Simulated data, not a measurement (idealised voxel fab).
The document below concerns the process module designated voxel quadruple lines.
Cross-sectional view cut (width: 140 nm; square cell size: 5 nm).
If you're reading a cross-section in this doc, picture square cells in a grid; it comes to you as bands, top ones listed first down to the bottom, and a band can be one or more rows of cells.
Band entry format. Leading values: height of top, height of bottom, nm. Remainder: materials in left-to-right order, each with its width in nm. Special words: "everywhere" on a single material, which then fills the band edge to edge; "blank", empty space.
Counting heights begins at 0, where everything beneath is, in the wafer as received, one material. The lowest band has no bottom; it goes on downwards, as "0 nm and below" shows.
With a width like "30..40", each row of cells in the band differs from the next by the same amount, the top row carrying the first number and the bottom row the second.
Reading "remains unaltered" for a step: not a cell of the cross-section changed in it.
So "Closed cavity list" is basically the list of trapped voids: any empty space of 8 cells or more that can't reach the top through an opening. They're written width x height at distance, the distance being from the left edge, and it's all nm.
Read whatever lies past the settings on a step's line as the simulator's own remark about the step.
overlay nm, on a step with a mask: how far to the right of its planned place the mask lay; to the left if negative

These are the steps we planned for the process
1) RECEIVE [material Si]
2) CONFORMAL_DEP [material Al2O3] [thk nm 5]
3) DIRECTIONAL_DEP [material Ru] [thk nm 10]
4) DIRECTIONAL_DEP [material polySi] [thk nm 20]
5) DIRECTIONAL_DEP [material aC] [thk nm 25]
6) PATTERN [tone cover] [mask id MANDREL] [material resist] [width nm 20] [thk nm 35] [overlay nm 0]
7) DIRECTIONAL_ETCH [etch materials aC] [depth nm 25]
8) STRIP [etch materials resist]
9) CONFORMAL_DEP [material SiO2] [thk nm 10]
10) DIRECTIONAL_ETCH [etch materials SiO2] [depth nm 10]
11) STRIP [etch materials aC]
12) DIRECTIONAL_ETCH [etch materials polySi] [depth nm 20]
13) STRIP [etch materials SiO2]
14) CONFORMAL_DEP [material SiN] [thk nm 10]
15) DIRECTIONAL_ETCH [etch materials SiN] [depth nm 10]
16) STRIP [etch materials polySi]
17) DIRECTIONAL_ETCH [etch materials Ru] [depth nm 10]
18) STRIP [etch materials SiN]
19) FILL_DEP [material SiO2] [thk nm 10]
20) CMP [height nm 15]
Across this set of wafers, the varied parameter is the width nm of step 6. Starting conditions are identical for every wafer, and the plan reports the value assigned to the first wafer.

Cross-sectional view of the first of several wafers in the as-received condition, corresponding to the state following step 1
    0 nm and below: Si everywhere
    Closed cavity list: none

wafer rows; end of module; cells per material since receipt: (+) gained, (-) lost; then closed voids
width nm 20, +28 Al2O3, +16 Ru, +40 SiO2, Closed cavity list: none
width nm 25, +28 Al2O3, +16 Ru, +40 SiO2, Closed cavity list: none
width nm 30, +28 Al2O3, +16 Ru, +40 SiO2, Closed cavity list: none
width nm 35, +28 Al2O3, +16 Ru, +40 SiO2, Closed cavity list: none
width nm 40, +28 Al2O3, +16 Ru, +40 SiO2, Closed cavity list: none
width nm 45, +28 Al2O3, +16 Ru, +40 SiO2, Closed cavity list: none
